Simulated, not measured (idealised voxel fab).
Process module name: voxel wiring stack
In the cross-section labelled cut, the width is 230 nm and each square cell is 5 nm.
Square cells in a grid make up a cross-section in this document, and the grid is given as bands, listed from the top down, each one or more rows of cells. Band entry format. Leading values: height of top, height of bottom, nm. Remainder: materials in left-to-right order, each with its width in nm. Special words: "edge to edge" on a single material, which then fills the band edge to edge; "blank", empty space. Measure heights from 0. That's the level where, below it, the as-received wafer is all one material. The lowest band is bottomless and extends downward; write it as in "z 0 and below". Read "30..40" as a graded width: first number on top, second number at the bottom, same change between each pair of neighbouring rows. "nothing different", as given for a step, is the statement that not any cell of the cross-section underwent a change during that step. "Fully closed voids" lists enclosed empty spaces (at least 8 cells, no open path upward to the top), each as width x height at distance from the left edge, in nm. Where a step's line continues beyond its settings, the continuation is a remark by the simulator itself on that step. A step line may carry the setting "overlay nm", which, for steps involving a mask, states the distance by which the mask lay to the right of its intended position; negative values denote displacement to the left. Reading guide: pairs of cross-sections, before and after one process step; after view cut off at lowest changed band; step and settings listed under each pair. Pairs may stem from different runs of this module on the same starting wafer; continuity with the pair above only where the "before" entry states it.

before
	z 0 and below  Si edge to edge
	Fully closed voids: none

Resulting Cross-Section
	z 10 to 0  SiO2 edge to edge
	Anything lower than 0 is untouched.
	Fully closed voids: none
Here is the step that sits between the two cross-sections above: CONFORMAL_DEP (material SiO2; thk nm 10)

before: after-step cross-section of the pair just above applies.

Resulting Cross-Section
	z 15 to 10  SiCN edge to edge
	Anything lower than 10 is untouched.
	Fully closed voids: none
Here is the step that sits between the two cross-sections above: CONFORMAL_DEP (material SiCN; thk nm 5)

before: after-step cross-section of the pair just above applies.

Resulting Cross-Section
	z 40 to 15  lowk edge to edge
	Anything lower than 15 is untouched.
	Fully closed voids: none
Here is the step that sits between the two cross-sections above: DIRECTIONAL_DEP (material lowk; thk nm 25)

before: after-step cross-section of the pair just above applies.

Resulting Cross-Section
	z 50 to 40  aC edge to edge
	Anything lower than 40 is untouched.
	Fully closed voids: none
Here is the step that sits between the two cross-sections above: DIRECTIONAL_DEP (material aC; thk nm 10)

before: after-step cross-section of the pair just above applies.

Resulting Cross-Section
	z 75 to 50  resist: 30, then blank: 30, then resist: 15, then blank: 30, then resist: 15, then blank: 30, then resist: 15, then blank: 30, then resist: 35
	Anything lower than 50 is untouched.
	Fully closed voids: none
Here is the step that sits between the two cross-sections above: PATTERN (tone open; mask id METAL_1; material resist; width nm 30; pitch nm 45; thk nm 25; overlay nm 0)

before: after-step cross-section of the pair just above applies.

Resulting Cross-Section
	z 65 to 50  resist: 30, then blank: 30, then resist: 15, then blank: 30, then resist: 15, then blank: 30, then resist: 15, then blank: 30, then resist: 35
	z 50 to 40  aC: 30, then blank: 30, then aC: 15, then blank: 30, then aC: 15, then blank: 30, then aC: 15, then blank: 30, then aC: 35
	Anything lower than 40 is untouched.
	Fully closed voids: none
Here is the step that sits between the two cross-sections above: DIRECTIONAL_ETCH (etch materials aC; depth nm 10)

before: after-step cross-section of the pair just above applies.

Resulting Cross-Section
	z 50 to 40  aC: 30, then blank: 30, then aC: 15, then blank: 30, then aC: 15, then blank: 30, then aC: 15, then blank: 30, then aC: 35
	Anything lower than 40 is untouched.
	Fully closed voids: none
Here is the step that sits between the two cross-sections above: STRIP (etch materials resist)

before: after-step cross-section of the pair just above applies.

Resulting Cross-Section
	z 50 to 40  aC: 30, then blank: 30, then aC: 15, then blank: 30, then aC: 15, then blank: 30, then aC: 15, then blank: 30, then aC: 35
	z 40 to 15  lowk: 30, then blank: 30, then lowk: 15, then blank: 30, then lowk: 15, then blank: 30, then lowk: 15, then blank: 30, then lowk: 35
	Anything lower than 15 is untouched.
	Fully closed voids: none
Here is the step that sits between the two cross-sections above: DIRECTIONAL_ETCH (etch materials lowk; depth nm 25)

before: after-step cross-section of the pair just above applies.

Resulting Cross-Section
	z 50 to 40  aC: 30, then blank: 30, then aC: 15, then blank: 30, then aC: 15, then blank: 30, then aC: 15, then blank: 30, then aC: 35
	z 40 to 15  lowk: 30, then blank: 30, then lowk: 15, then blank: 30, then lowk: 15, then blank: 30, then lowk: 15, then blank: 30, then lowk: 35
	z 15 to 10  SiCN: 30, then blank: 30, then SiCN: 15, then blank: 30, then SiCN: 15, then blank: 30, then SiCN: 15, then blank: 30, then SiCN: 35
	Anything lower than 10 is untouched.
	Fully closed voids: none
Here is the step that sits between the two cross-sections above: DIRECTIONAL_ETCH (etch materials SiCN; depth nm 5)

before: after-step cross-section of the pair just above applies.

Resulting Cross-Section
	z 40 to 15  lowk: 30, then blank: 30, then lowk: 15, then blank: 30, then lowk: 15, then blank: 30, then lowk: 15, then blank: 30, then lowk: 35
	Anything lower than 15 is untouched.
	Fully closed voids: none
Here is the step that sits between the two cross-sections above: STRIP (etch materials aC)

before: after-step cross-section of the pair just above applies.

Resulting Cross-Section
	z 45 to 40  TiN: 35, then blank: 20, then TiN: 25, then blank: 20, then TiN: 25, then blank: 20, then TiN: 25, then blank: 20, then TiN: 40
	z 40 to 15  lowk: 30, then TiN: 5, then blank: 20, then TiN: 5, then lowk: 15, then TiN: 5, then blank: 20, then TiN: 5, then lowk: 15, then TiN: 5, then blank: 20, then TiN: 5, then lowk: 15, then TiN: 5, then blank: 20, then TiN: 5, then lowk: 35
	z 15 to 10  SiCN: 30, then TiN: 30, then SiCN: 15, then TiN: 30, then SiCN: 15, then TiN: 30, then SiCN: 15, then TiN: 30, then SiCN: 35
	Anything lower than 10 is untouched.
	Fully closed voids: none
Here is the step that sits between the two cross-sections above: CONFORMAL_DEP (material TiN; thk nm 5)

before: after-step cross-section of the pair just above applies.

Resulting Cross-Section
	z 50 to 45  Cu edge to edge
	z 45 to 40  TiN: 35, then Cu: 20, then TiN: 25, then Cu: 20, then TiN: 25, then Cu: 20, then TiN: 25, then Cu: 20, then TiN: 40
	z 40 to 15  lowk: 30, then TiN: 5, then Cu: 20, then TiN: 5, then lowk: 15, then TiN: 5, then Cu: 20, then TiN: 5, then lowk: 15, then TiN: 5, then Cu: 20, then TiN: 5, then lowk: 15, then TiN: 5, then Cu: 20, then TiN: 5, then lowk: 35
	Anything lower than 15 is untouched.
	Fully closed voids: none
Here is the step that sits between the two cross-sections above: FILL_DEP (material Cu; thk nm 5)

before: after-step cross-section of the pair just above applies.

Resulting Cross-Section
	z 40 to 15  lowk: 30, then TiN: 5, then Cu: 20, then TiN: 5, then lowk: 15, then TiN: 5, then Cu: 20, then TiN: 5, then lowk: 15, then TiN: 5, then Cu: 20, then TiN: 5, then lowk: 15, then TiN: 5, then Cu: 20, then TiN: 5, then lowk: 35
	Anything lower than 15 is untouched.
	Fully closed voids: none
Here is the step that sits between the two cross-sections above: CMP (height nm 40)

before: after-step cross-section of the pair just above applies.

Resulting Cross-Section
	z 45 to 40  SiCN edge to edge
	Anything lower than 40 is untouched.
	Fully closed voids: none
Here is the step that sits between the two cross-sections above: CONFORMAL_DEP (material SiCN; thk nm 5)

before: after-step cross-section of the pair just above applies.

Resulting Cross-Section
	z 75 to 45  SiO2 edge to edge
	Anything lower than 45 is untouched.
	Fully closed voids: none
Here is the step that sits between the two cross-sections above: DIRECTIONAL_DEP (material SiO2; thk nm 30)

before: after-step cross-section of the pair just above applies.

Resulting Cross-Section
	z 75 to 55  SiO2: 30, then blank: 30, then SiO2: 15, then blank: 30, then SiO2: 15, then blank: 30, then SiO2: 15, then blank: 30, then SiO2: 35
	Anything lower than 55 is untouched.
	Fully closed voids: none
Here is the step that sits between the two cross-sections above: MASKED_ETCH (tone open; mask id METAL_2; width nm 30; pitch nm 45; etch materials SiO2; depth nm 20; overlay nm 0)

before: after-step cross-section of the pair just above applies.

Resulting Cross-Section
	z 90 to 75  aC: 30, then blank: 30, then aC: 15, then blank: 30, then aC: 15, then blank: 30, then aC: 15, then blank: 30, then aC: 35
	z 75 to 70  SiO2: 30, then blank: 30, then SiO2: 15, then blank: 30, then SiO2: 15, then blank: 30, then SiO2: 15, then blank: 30, then SiO2: 35
	z 70 to 55  SiO2: 30, then aC: 30, then SiO2: 15, then aC: 30, then SiO2: 15, then aC: 30, then SiO2: 15, then aC: 30, then SiO2: 35
	Anything lower than 55 is untouched.
	Fully closed voids: none
Here is the step that sits between the two cross-sections above: DIRECTIONAL_DEP (material aC; thk nm 15)

before: after-step cross-section of the pair just above applies.

Resulting Cross-Section
	z 120 to 90  resist: 30, then blank: 15, then resist: 30, then blank: 15, then resist: 30, then blank: 15, then resist: 30, then blank: 15, then resist: 50
	z 90 to 75  aC: 30, then blank: 15, then resist: 15, then aC: 15, then blank: 15, then resist: 15, then aC: 15, then blank: 15, then resist: 15, then aC: 15, then blank: 15, then resist: 15, then aC: 35
	z 75 to 70  SiO2: 30, then blank: 15, then resist: 15, then SiO2: 15, then blank: 15, then resist: 15, then SiO2: 15, then blank: 15, then resist: 15, then SiO2: 15, then blank: 15, then resist: 15, then SiO2: 35
	Anything lower than 70 is untouched.
	Fully closed voids: none
Here is the step that sits between the two cross-sections above: PATTERN (tone open; mask id METAL_2_HOLES; material resist; width nm 15; pitch nm 45; thk nm 30; overlay nm 0)

before: after-step cross-section of the pair just above applies.

Resulting Cross-Section
	z 105 to 90  resist: 30, then blank: 15, then resist: 30, then blank: 15, then resist: 30, then blank: 15, then resist: 30, then blank: 15, then resist: 50
	z 90 to 75  aC: 30, then blank: 15, then resist: 15, then aC: 15, then blank: 15, then resist: 15, then aC: 15, then blank: 15, then resist: 15, then aC: 15, then blank: 15, then resist: 15, then aC: 35
	z 75 to 70  SiO2: 30, then blank: 15, then resist: 15, then SiO2: 15, then blank: 15, then resist: 15, then SiO2: 15, then blank: 15, then resist: 15, then SiO2: 15, then blank: 15, then resist: 15, then SiO2: 35
	z 70 to 55  SiO2: 30, then blank: 15, then aC: 15, then SiO2: 15, then blank: 15, then aC: 15, then SiO2: 15, then blank: 15, then aC: 15, then SiO2: 15, then blank: 15, then aC: 15, then SiO2: 35
	Anything lower than 55 is untouched.
	Fully closed voids: none
Here is the step that sits between the two cross-sections above: DIRECTIONAL_ETCH (etch materials aC; depth nm 15)

before: after-step cross-section of the pair just above applies.

Resulting Cross-Section
	z 90 to 75  aC: 30, then blank: 30, then aC: 15, then blank: 30, then aC: 15, then blank: 30, then aC: 15, then blank: 30, then aC: 35
	z 75 to 70  SiO2: 30, then blank: 30, then SiO2: 15, then blank: 30, then SiO2: 15, then blank: 30, then SiO2: 15, then blank: 30, then SiO2: 35
	Anything lower than 70 is untouched.
	Fully closed voids: none
Here is the step that sits between the two cross-sections above: STRIP (etch materials resist)

before: after-step cross-section of the pair just above applies.

Resulting Cross-Section
	z 90 to 75  aC: 30, then blank: 30, then aC: 15, then blank: 30, then aC: 15, then blank: 30, then aC: 15, then blank: 30, then aC: 35
	z 75 to 70  SiO2: 30, then blank: 30, then SiO2: 15, then blank: 30, then SiO2: 15, then blank: 30, then SiO2: 15, then blank: 30, then SiO2: 35
	z 70 to 55  SiO2: 30, then blank: 15, then aC: 15, then SiO2: 15, then blank: 15, then aC: 15, then SiO2: 15, then blank: 15, then aC: 15, then SiO2: 15, then blank: 15, then aC: 15, then SiO2: 35
	z 55 to 45  SiO2: 30, then blank: 15, then SiO2: 30, then blank: 15, then SiO2: 30, then blank: 15, then SiO2: 30, then blank: 15, then SiO2: 50
	Anything lower than 45 is untouched.
	Fully closed voids: none
Here is the step that sits between the two cross-sections above: DIRECTIONAL_ETCH (etch materials SiO2; depth nm 10)

before: after-step cross-section of the pair just above applies.

Resulting Cross-Section
	z 90 to 75  aC: 30, then blank: 30, then aC: 15, then blank: 30, then aC: 15, then blank: 30, then aC: 15, then blank: 30, then aC: 35
	z 75 to 70  SiO2: 30, then blank: 30, then SiO2: 15, then blank: 30, then SiO2: 15, then blank: 30, then SiO2: 15, then blank: 30, then SiO2: 35
	z 70 to 55  SiO2: 30, then blank: 15, then aC: 15, then SiO2: 15, then blank: 15, then aC: 15, then SiO2: 15, then blank: 15, then aC: 15, then SiO2: 15, then blank: 15, then aC: 15, then SiO2: 35
	z 55 to 45  SiO2: 30, then blank: 15, then SiO2: 30, then blank: 15, then SiO2: 30, then blank: 15, then SiO2: 30, then blank: 15, then SiO2: 50
	z 45 to 40  SiCN: 30, then blank: 15, then SiCN: 30, then blank: 15, then SiCN: 30, then blank: 15, then SiCN: 30, then blank: 15, then SiCN: 50
	Anything lower than 40 is untouched.
	Fully closed voids: none
Here is the step that sits between the two cross-sections above: DIRECTIONAL_ETCH (etch materials SiCN; depth nm 5)

before: after-step cross-section of the pair just above applies.

Resulting Cross-Section
	z 75 to 55  SiO2: 30, then blank: 30, then SiO2: 15, then blank: 30, then SiO2: 15, then blank: 30, then SiO2: 15, then blank: 30, then SiO2: 35
	Anything lower than 55 is untouched.
	Fully closed voids: none
Here is the step that sits between the two cross-sections above: STRIP (etch materials aC)

before: after-step cross-section of the pair just above applies.

Resulting Cross-Section
	z 80 to 75  TiN: 35, then blank: 20, then TiN: 25, then blank: 20, then TiN: 25, then blank: 20, then TiN: 25, then blank: 20, then TiN: 40
	z 75 to 60  SiO2: 30, then TiN: 5, then blank: 20, then TiN: 5, then SiO2: 15, then TiN: 5, then blank: 20, then TiN: 5, then SiO2: 15, then TiN: 5, then blank: 20, then TiN: 5, then SiO2: 15, then TiN: 5, then blank: 20, then TiN: 5, then SiO2: 35
	z 60 to 55  SiO2: 30, then TiN: 5, then blank: 5, then TiN: 20, then SiO2: 15, then TiN: 5, then blank: 5, then TiN: 20, then SiO2: 15, then TiN: 5, then blank: 5, then TiN: 20, then SiO2: 15, then TiN: 5, then blank: 5, then TiN: 20, then SiO2: 35
	z 55 to 45  SiO2: 30, then TiN: 5, then blank: 5, then TiN: 5, then SiO2: 30, then TiN: 5, then blank: 5, then TiN: 5, then SiO2: 30, then TiN: 5, then blank: 5, then TiN: 5, then SiO2: 30, then TiN: 5, then blank: 5, then TiN: 5, then SiO2: 50
	z 45 to 40  SiCN: 30, then TiN: 15, then SiCN: 30, then TiN: 15, then SiCN: 30, then TiN: 15, then SiCN: 30, then TiN: 15, then SiCN: 50
	Anything lower than 40 is untouched.
	Fully closed voids: none
Here is the step that sits between the two cross-sections above: CONFORMAL_DEP (material TiN; thk nm 5)

before: after-step cross-section of the pair just above applies.

Resulting Cross-Section
	z 90 to 80  Cu edge to edge
	z 80 to 75  TiN: 35, then Cu: 20, then TiN: 25, then Cu: 20, then TiN: 25, then Cu: 20, then TiN: 25, then Cu: 20, then TiN: 40
	z 75 to 60  SiO2: 30, then TiN: 5, then Cu: 20, then TiN: 5, then SiO2: 15, then TiN: 5, then Cu: 20, then TiN: 5, then SiO2: 15, then TiN: 5, then Cu: 20, then TiN: 5, then SiO2: 15, then TiN: 5, then Cu: 20, then TiN: 5, then SiO2: 35
	z 60 to 55  SiO2: 30, then TiN: 5, then Cu: 5, then TiN: 20, then SiO2: 15, then TiN: 5, then Cu: 5, then TiN: 20, then SiO2: 15, then TiN: 5, then Cu: 5, then TiN: 20, then SiO2: 15, then TiN: 5, then Cu: 5, then TiN: 20, then SiO2: 35
	z 55 to 45  SiO2: 30, then TiN: 5, then Cu: 5, then TiN: 5, then SiO2: 30, then TiN: 5, then Cu: 5, then TiN: 5, then SiO2: 30, then TiN: 5, then Cu: 5, then TiN: 5, then SiO2: 30, then TiN: 5, then Cu: 5, then TiN: 5, then SiO2: 50
	Anything lower than 45 is untouched.
	Fully closed voids: none
Here is the step that sits between the two cross-sections above: FILL_DEP (material Cu; thk nm 10)

before: after-step cross-section of the pair just above applies.

Resulting Cross-Section
	z 75 to 60  SiO2: 30, then TiN: 5, then Cu: 20, then TiN: 5, then SiO2: 15, then TiN: 5, then Cu: 20, then TiN: 5, then SiO2: 15, then TiN: 5, then Cu: 20, then TiN: 5, then SiO2: 15, then TiN: 5, then Cu: 20, then TiN: 5, then SiO2: 35
	Anything lower than 60 is untouched.
	Fully closed voids: none
Here is the step that sits between the two cross-sections above: CMP (height nm 75)

before: after-step cross-section of the pair just above applies.

Resulting Cross-Section
	z 80 to 75  SiCN edge to edge
	Anything lower than 75 is untouched.
	Fully closed voids: none
Here is the step that sits between the two cross-sections above: CONFORMAL_DEP (material SiCN; thk nm 5)

before: after-step cross-section of the pair just above applies.

Resulting Cross-Section
	z 110 to 80  lowk edge to edge
	Anything lower than 80 is untouched.
	Fully closed voids: none
Here is the step that sits between the two cross-sections above: DIRECTIONAL_DEP (material lowk; thk nm 30)

before: after-step cross-section of the pair just above applies.

Resulting Cross-Section
	z 110 to 90  lowk: 30, then blank: 30, then lowk: 15, then blank: 30, then lowk: 15, then blank: 30, then lowk: 15, then blank: 30, then lowk: 35
	Anything lower than 90 is untouched.
	Fully closed voids: none
Here is the step that sits between the two cross-sections above: MASKED_ETCH (tone open; mask id METAL_3; width nm 30; pitch nm 45; etch materials lowk; depth nm 20; overlay nm 0)

before: after-step cross-section of the pair just above applies.

Resulting Cross-Section
	z 125 to 110  aC: 30, then blank: 30, then aC: 15, then blank: 30, then aC: 15, then blank: 30, then aC: 15, then blank: 30, then aC: 35
	z 110 to 105  lowk: 30, then blank: 30, then lowk: 15, then blank: 30, then lowk: 15, then blank: 30, then lowk: 15, then blank: 30, then lowk: 35
	z 105 to 90  lowk: 30, then aC: 30, then lowk: 15, then aC: 30, then lowk: 15, then aC: 30, then lowk: 15, then aC: 30, then lowk: 35
	Anything lower than 90 is untouched.
	Fully closed voids: none
Here is the step that sits between the two cross-sections above: DIRECTIONAL_DEP (material aC; thk nm 15)

before: after-step cross-section of the pair just above applies.

Resulting Cross-Section
	z 155 to 125  resist: 30, then blank: 15, then resist: 30, then blank: 15, then resist: 30, then blank: 15, then resist: 30, then blank: 15, then resist: 50
	z 125 to 110  aC: 30, then blank: 15, then resist: 15, then aC: 15, then blank: 15, then resist: 15, then aC: 15, then blank: 15, then resist: 15, then aC: 15, then blank: 15, then resist: 15, then aC: 35
	z 110 to 105  lowk: 30, then blank: 15, then resist: 15, then lowk: 15, then blank: 15, then resist: 15, then lowk: 15, then blank: 15, then resist: 15, then lowk: 15, then blank: 15, then resist: 15, then lowk: 35
	Anything lower than 105 is untouched.
	Fully closed voids: none
Here is the step that sits between the two cross-sections above: PATTERN (tone open; mask id METAL_3_HOLES; material resist; width nm 15; pitch nm 45; thk nm 30; overlay nm 0)

before: after-step cross-section of the pair just above applies.

Resulting Cross-Section
	z 140 to 125  resist: 30, then blank: 15, then resist: 30, then blank: 15, then resist: 30, then blank: 15, then resist: 30, then blank: 15, then resist: 50
	z 125 to 110  aC: 30, then blank: 15, then resist: 15, then aC: 15, then blank: 15, then resist: 15, then aC: 15, then blank: 15, then resist: 15, then aC: 15, then blank: 15, then resist: 15, then aC: 35
	z 110 to 105  lowk: 30, then blank: 15, then resist: 15, then lowk: 15, then blank: 15, then resist: 15, then lowk: 15, then blank: 15, then resist: 15, then lowk: 15, then blank: 15, then resist: 15, then lowk: 35
	z 105 to 90  lowk: 30, then blank: 15, then aC: 15, then lowk: 15, then blank: 15, then aC: 15, then lowk: 15, then blank: 15, then aC: 15, then lowk: 15, then blank: 15, then aC: 15, then lowk: 35
	Anything lower than 90 is untouched.
	Fully closed voids: none
Here is the step that sits between the two cross-sections above: DIRECTIONAL_ETCH (etch materials aC; depth nm 15)

before: after-step cross-section of the pair just above applies.

Resulting Cross-Section
	z 125 to 110  aC: 30, then blank: 30, then aC: 15, then blank: 30, then aC: 15, then blank: 30, then aC: 15, then blank: 30, then aC: 35
	z 110 to 105  lowk: 30, then blank: 30, then lowk: 15, then blank: 30, then lowk: 15, then blank: 30, then lowk: 15, then blank: 30, then lowk: 35
	Anything lower than 105 is untouched.
	Fully closed voids: none
Here is the step that sits between the two cross-sections above: STRIP (etch materials resist)

before: after-step cross-section of the pair just above applies.

Resulting Cross-Section
	z 125 to 110  aC: 30, then blank: 30, then aC: 15, then blank: 30, then aC: 15, then blank: 30, then aC: 15, then blank: 30, then aC: 35
	z 110 to 105  lowk: 30, then blank: 30, then lowk: 15, then blank: 30, then lowk: 15, then blank: 30, then lowk: 15, then blank: 30, then lowk: 35
	z 105 to 90  lowk: 30, then blank: 15, then aC: 15, then lowk: 15, then blank: 15, then aC: 15, then lowk: 15, then blank: 15, then aC: 15, then lowk: 15, then blank: 15, then aC: 15, then lowk: 35
	z 90 to 80  lowk: 30, then blank: 15, then lowk: 30, then blank: 15, then lowk: 30, then blank: 15, then lowk: 30, then blank: 15, then lowk: 50
	Anything lower than 80 is untouched.
	Fully closed voids: none
Here is the step that sits between the two cross-sections above: DIRECTIONAL_ETCH (etch materials lowk; depth nm 10)

before: after-step cross-section of the pair just above applies.

Resulting Cross-Section
	z 125 to 110  aC: 30, then blank: 30, then aC: 15, then blank: 30, then aC: 15, then blank: 30, then aC: 15, then blank: 30, then aC: 35
	z 110 to 105  lowk: 30, then blank: 30, then lowk: 15, then blank: 30, then lowk: 15, then blank: 30, then lowk: 15, then blank: 30, then lowk: 35
	z 105 to 90  lowk: 30, then blank: 15, then aC: 15, then lowk: 15, then blank: 15, then aC: 15, then lowk: 15, then blank: 15, then aC: 15, then lowk: 15, then blank: 15, then aC: 15, then lowk: 35
	z 90 to 80  lowk: 30, then blank: 15, then lowk: 30, then blank: 15, then lowk: 30, then blank: 15, then lowk: 30, then blank: 15, then lowk: 50
	z 80 to 75  SiCN: 30, then blank: 15, then SiCN: 30, then blank: 15, then SiCN: 30, then blank: 15, then SiCN: 30, then blank: 15, then SiCN: 50
	Anything lower than 75 is untouched.
	Fully closed voids: none
Here is the step that sits between the two cross-sections above: DIRECTIONAL_ETCH (etch materials SiCN; depth nm 5)

before: after-step cross-section of the pair just above applies.

Resulting Cross-Section
	z 110 to 90  lowk: 30, then blank: 30, then lowk: 15, then blank: 30, then lowk: 15, then blank: 30, then lowk: 15, then blank: 30, then lowk: 35
	Anything lower than 90 is untouched.
	Fully closed voids: none
Here is the step that sits between the two cross-sections above: STRIP (etch materials aC)

before: after-step cross-section of the pair just above applies.

Resulting Cross-Section
	z 115 to 110  TiN: 35, then blank: 20, then TiN: 25, then blank: 20, then TiN: 25, then blank: 20, then TiN: 25, then blank: 20, then TiN: 40
	z 110 to 95  lowk: 30, then TiN: 5, then blank: 20, then TiN: 5, then lowk: 15, then TiN: 5, then blank: 20, then TiN: 5, then lowk: 15, then TiN: 5, then blank: 20, then TiN: 5, then lowk: 15, then TiN: 5, then blank: 20, then TiN: 5, then lowk: 35
	z 95 to 90  lowk: 30, then TiN: 5, then blank: 5, then TiN: 20, then lowk: 15, then TiN: 5, then blank: 5, then TiN: 20, then lowk: 15, then TiN: 5, then blank: 5, then TiN: 20, then lowk: 15, then TiN: 5, then blank: 5, then TiN: 20, then lowk: 35
	z 90 to 80  lowk: 30, then TiN: 5, then blank: 5, then TiN: 5, then lowk: 30, then TiN: 5, then blank: 5, then TiN: 5, then lowk: 30, then TiN: 5, then blank: 5, then TiN: 5, then lowk: 30, then TiN: 5, then blank: 5, then TiN: 5, then lowk: 50
	z 80 to 75  SiCN: 30, then TiN: 15, then SiCN: 30, then TiN: 15, then SiCN: 30, then TiN: 15, then SiCN: 30, then TiN: 15, then SiCN: 50
	Anything lower than 75 is untouched.
	Fully closed voids: none
Here is the step that sits between the two cross-sections above: CONFORMAL_DEP (material TiN; thk nm 5)

before: after-step cross-section of the pair just above applies.

Resulting Cross-Section
	z 120 to 115  Ru edge to edge
	z 115 to 110  TiN: 35, then Ru: 20, then TiN: 25, then Ru: 20, then TiN: 25, then Ru: 20, then TiN: 25, then Ru: 20, then TiN: 40
	z 110 to 95  lowk: 30, then TiN: 5, then Ru: 20, then TiN: 5, then lowk: 15, then TiN: 5, then Ru: 20, then TiN: 5, then lowk: 15, then TiN: 5, then Ru: 20, then TiN: 5, then lowk: 15, then TiN: 5, then Ru: 20, then TiN: 5, then lowk: 35
	z 95 to 90  lowk: 30, then TiN: 5, then Ru: 5, then TiN: 20, then lowk: 15, then TiN: 5, then Ru: 5, then TiN: 20, then lowk: 15, then TiN: 5, then Ru: 5, then TiN: 20, then lowk: 15, then TiN: 5, then Ru: 5, then TiN: 20, then lowk: 35
	z 90 to 80  lowk: 30, then TiN: 5, then Ru: 5, then TiN: 5, then lowk: 30, then TiN: 5, then Ru: 5, then TiN: 5, then lowk: 30, then TiN: 5, then Ru: 5, then TiN: 5, then lowk: 30, then TiN: 5, then Ru: 5, then TiN: 5, then lowk: 50
	Anything lower than 80 is untouched.
	Fully closed voids: none
Here is the step that sits between the two cross-sections above: FILL_DEP (material Ru; thk nm 5)

before: after-step cross-section of the pair just above applies.

Resulting Cross-Section
	z 110 to 95  lowk: 30, then TiN: 5, then Ru: 20, then TiN: 5, then lowk: 15, then TiN: 5, then Ru: 20, then TiN: 5, then lowk: 15, then TiN: 5, then Ru: 20, then TiN: 5, then lowk: 15, then TiN: 5, then Ru: 20, then TiN: 5, then lowk: 35
	Anything lower than 95 is untouched.
	Fully closed voids: none
Here is the step that sits between the two cross-sections above: CMP (height nm 110)

before: after-step cross-section of the pair just above applies.

Resulting Cross-Section
	z 115 to 110  SiCN edge to edge
	Anything lower than 110 is untouched.
	Fully closed voids: none
Here is the step that sits between the two cross-sections above: CONFORMAL_DEP (material SiCN; thk nm 5)

before
	z 0 and below  Si edge to edge
	Fully closed voids: none

Resulting Cross-Section
	z 5 to 0  SiCN edge to edge
	Anything lower than 0 is untouched.
	Fully closed voids: none
Here is the step that sits between the two cross-sections above: CONFORMAL_DEP (material SiCN; thk nm 5)

before: after-step cross-section of the pair just above applies.

Resulting Cross-Section
	z 30 to 5  lowk edge to edge
	Anything lower than 5 is untouched.
	Fully closed voids: none
Here is the step that sits between the two cross-sections above: DIRECTIONAL_DEP (material lowk; thk nm 25)

before: after-step cross-section of the pair just above applies.

Resulting Cross-Section
	z 40 to 30  aC edge to edge
	Anything lower than 30 is untouched.
	Fully closed voids: none
Here is the step that sits between the two cross-sections above: DIRECTIONAL_DEP (material aC; thk nm 10)

before: after-step cross-section of the pair just above applies.

Resulting Cross-Section
	z 65 to 40  resist: 30, then blank: 30, then resist: 15, then blank: 30, then resist: 15, then blank: 30, then resist: 15, then blank: 30, then resist: 35
	Anything lower than 40 is untouched.
	Fully closed voids: none
Here is the step that sits between the two cross-sections above: PATTERN (tone open; mask id METAL_1; material resist; width nm 30; pitch nm 45; thk nm 25; overlay nm 0)

before: after-step cross-section of the pair just above applies.

Resulting Cross-Section
	z 55 to 40  resist: 30, then blank: 30, then resist: 15, then blank: 30, then resist: 15, then blank: 30, then resist: 15, then blank: 30, then resist: 35
	z 40 to 30  aC: 30, then blank: 30, then aC: 15, then blank: 30, then aC: 15, then blank: 30, then aC: 15, then blank: 30, then aC: 35
	Anything lower than 30 is untouched.
	Fully closed voids: none
Here is the step that sits between the two cross-sections above: DIRECTIONAL_ETCH (etch materials aC; depth nm 10)

before: after-step cross-section of the pair just above applies.

Resulting Cross-Section
	z 40 to 30  aC: 30, then blank: 30, then aC: 15, then blank: 30, then aC: 15, then blank: 30, then aC: 15, then blank: 30, then aC: 35
	Anything lower than 30 is untouched.
	Fully closed voids: none
Here is the step that sits between the two cross-sections above: STRIP (etch materials resist)

before: after-step cross-section of the pair just above applies.

Resulting Cross-Section
	z 40 to 30  aC: 30, then blank: 30, then aC: 15, then blank: 30, then aC: 15, then blank: 30, then aC: 15, then blank: 30, then aC: 35
	z 30 to 5  lowk: 30, then blank: 30, then lowk: 15, then blank: 30, then lowk: 15, then blank: 30, then lowk: 15, then blank: 30, then lowk: 35
	Anything lower than 5 is untouched.
	Fully closed voids: none
Here is the step that sits between the two cross-sections above: DIRECTIONAL_ETCH (etch materials lowk; depth nm 25)

before: after-step cross-section of the pair just above applies.

Resulting Cross-Section
	z 40 to 30  aC: 30, then blank: 30, then aC: 15, then blank: 30, then aC: 15, then blank: 30, then aC: 15, then blank: 30, then aC: 35
	z 30 to 5  lowk: 30, then blank: 30, then lowk: 15, then blank: 30, then lowk: 15, then blank: 30, then lowk: 15, then blank: 30, then lowk: 35
	z 5 to 0  SiCN: 30, then blank: 30, then SiCN: 15, then blank: 30, then SiCN: 15, then blank: 30, then SiCN: 15, then blank: 30, then SiCN: 35
	Anything lower than 0 is untouched.
	Fully closed voids: none
Here is the step that sits between the two cross-sections above: DIRECTIONAL_ETCH (etch materials SiCN; depth nm 5)

before: after-step cross-section of the pair just above applies.

Resulting Cross-Section
	z 30 to 5  lowk: 30, then blank: 30, then lowk: 15, then blank: 30, then lowk: 15, then blank: 30, then lowk: 15, then blank: 30, then lowk: 35
	Anything lower than 5 is untouched.
	Fully closed voids: none
Here is the step that sits between the two cross-sections above: STRIP (etch materials aC)

before: after-step cross-section of the pair just above applies.

Resulting Cross-Section
	z 35 to 30  TiN: 35, then blank: 20, then TiN: 25, then blank: 20, then TiN: 25, then blank: 20, then TiN: 25, then blank: 20, then TiN: 40
	z 30 to 5  lowk: 30, then TiN: 5, then blank: 20, then TiN: 5, then lowk: 15, then TiN: 5, then blank: 20, then TiN: 5, then lowk: 15, then TiN: 5, then blank: 20, then TiN: 5, then lowk: 15, then TiN: 5, then blank: 20, then TiN: 5, then lowk: 35
	z 5 to 0  SiCN: 30, then TiN: 30, then SiCN: 15, then TiN: 30, then SiCN: 15, then TiN: 30, then SiCN: 15, then TiN: 30, then SiCN: 35
	Anything lower than 0 is untouched.
	Fully closed voids: none
Here is the step that sits between the two cross-sections above: CONFORMAL_DEP (material TiN; thk nm 5)

before: after-step cross-section of the pair just above applies.

Resulting Cross-Section
	z 40 to 35  Cu edge to edge
	z 35 to 30  TiN: 35, then Cu: 20, then TiN: 25, then Cu: 20, then TiN: 25, then Cu: 20, then TiN: 25, then Cu: 20, then TiN: 40
	z 30 to 5  lowk: 30, then TiN: 5, then Cu: 20, then TiN: 5, then lowk: 15, then TiN: 5, then Cu: 20, then TiN: 5, then lowk: 15, then TiN: 5, then Cu: 20, then TiN: 5, then lowk: 15, then TiN: 5, then Cu: 20, then TiN: 5, then lowk: 35
	Anything lower than 5 is untouched.
	Fully closed voids: none
Here is the step that sits between the two cross-sections above: FILL_DEP (material Cu; thk nm 5)
